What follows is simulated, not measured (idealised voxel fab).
process module | voxel lift off
cross-section cut | 285 nm wide | cells 5 nm
A cross-section is a grid of square cells, given in bands from the top down. A band is one or more rows of cells.
Each band's line starts with the height of the band's top and of its bottom, in nm. Then come its materials from left to right, each with its width in nm. One material with "throughout" fills the band from edge to edge. "air" is empty space.
Height 0 is the level under which the wafer as received is all one material. The lowest band goes on downwards, as in "0 down".
A width such as "30 to 40" changes by the same amount from each row of cells to the next, from the band's top row to its bottom row.
"no change" after a step means that no cell of the cross-section changed.
closed voids: empty space of 8 cells or more with no open way to the top, each as width x height at its distance from the left edge, in nm
after a step's settings: what the simulator itself notes on the step
overlay nm, on a step with a mask: how far to the right of its planned place the mask lay; to the left if negative
plan
1 op RECEIVE | material Si
2 op CONFORMAL_DEP | material Al2O3 | thk nm 5
3 op PATTERN | tone open | mask id LINES | material resist | width nm 15 | pitch nm 40 | thk nm 25 | overlay nm 0
4 op DIRECTIONAL_DEP | material Ru | thk nm 15
5 op STRIP | etch materials resist
6 op CONFORMAL_DEP | material SiN | thk nm 5
first wafer, as planned
as received, after step 1
  0 down: Si throughout
  closed voids: none
after step 2
  5 to 0: Al2O3 throughout
  below 0: unchanged
after step 3
  30 to 5: resist 75 | air 15 | resist 25 | air 15 | resist 25 | air 15 | resist 25 | air 15 | resist 75
  below 5: unchanged
after step 4
  45 to 30: Ru 75 | air 15 | Ru 25 | air 15 | Ru 25 | air 15 | Ru 25 | air 15 | Ru 75
  30 to 20: resist 75 | air 15 | resist 25 | air 15 | resist 25 | air 15 | resist 25 | air 15 | resist 75
  20 to 5: resist 75 | Ru 15 | resist 25 | Ru 15 | resist 25 | Ru 15 | resist 25 | Ru 15 | resist 75
  below 5: unchanged
after step 5
  20 to 5: air 75 | Ru 15 | air 25 | Ru 15 | air 25 | Ru 15 | air 25 | Ru 15 | air 75
  below 5: unchanged
after step 6
  25 to 20: air 70 | SiN 25 | air 15 | SiN 25 | air 15 | SiN 25 | air 15 | SiN 25 | air 70
  20 to 10: air 70 | SiN 5 | Ru 15 | SiN 5 | air 15 | SiN 5 | Ru 15 | SiN 5 | air 15 | SiN 5 | Ru 15 | SiN 5 | air 15 | SiN 5 | Ru 15 | SiN 5 | air 70
  10 to 5: SiN 75 | Ru 15 | SiN 25 | Ru 15 | SiN 25 | Ru 15 | SiN 25 | Ru 15 | SiN 75
  below 5: unchanged
second wafer: like start, like plan, one mistake. Through step 2 it matches the first wafer
when step 3 should have ended
  30 to 5: resist 70 | air 25 | resist 15 | air 25 | resist 15 | air 25 | resist 15 | air 25 | resist 70
  below 5: unchanged
when step 4 should have ended
  45 to 30: Ru 70 | air 25 | Ru 15 | air 25 | Ru 15 | air 25 | Ru 15 | air 25 | Ru 70
  30 to 20: resist 70 | air 25 | resist 15 | air 25 | resist 15 | air 25 | resist 15 | air 25 | resist 70
  20 to 5: resist 70 | Ru 25 | resist 15 | Ru 25 | resist 15 | Ru 25 | resist 15 | Ru 25 | resist 70
  below 5: unchanged
when step 5 should have ended
  20 to 5: air 70 | Ru 25 | air 15 | Ru 25 | air 15 | Ru 25 | air 15 | Ru 25 | air 70
  below 5: unchanged
when step 6 should have ended
  25 to 20: air 65 | SiN 35 | air 5 | SiN 35 | air 5 | SiN 35 | air 5 | SiN 35 | air 65
  20 to 10: air 65 | SiN 5 | Ru 25 | SiN 5 | air 5 | SiN 5 | Ru 25 | SiN 5 | air 5 | SiN 5 | Ru 25 | SiN 5 | air 5 | SiN 5 | Ru 25 | SiN 5 | air 65
  10 to 5: SiN 70 | Ru 25 | SiN 15 | Ru 25 | SiN 15 | Ru 25 | SiN 15 | Ru 25 | SiN 70
  below 5: unchanged
what went wrong: step 3 ran as: op PATTERN | tone open | mask id LINES | material resist | width nm 25 | pitch nm 40 | thk nm 25 | overlay nm 0
at the end the second wafer has, in cells: 24 more of Ru
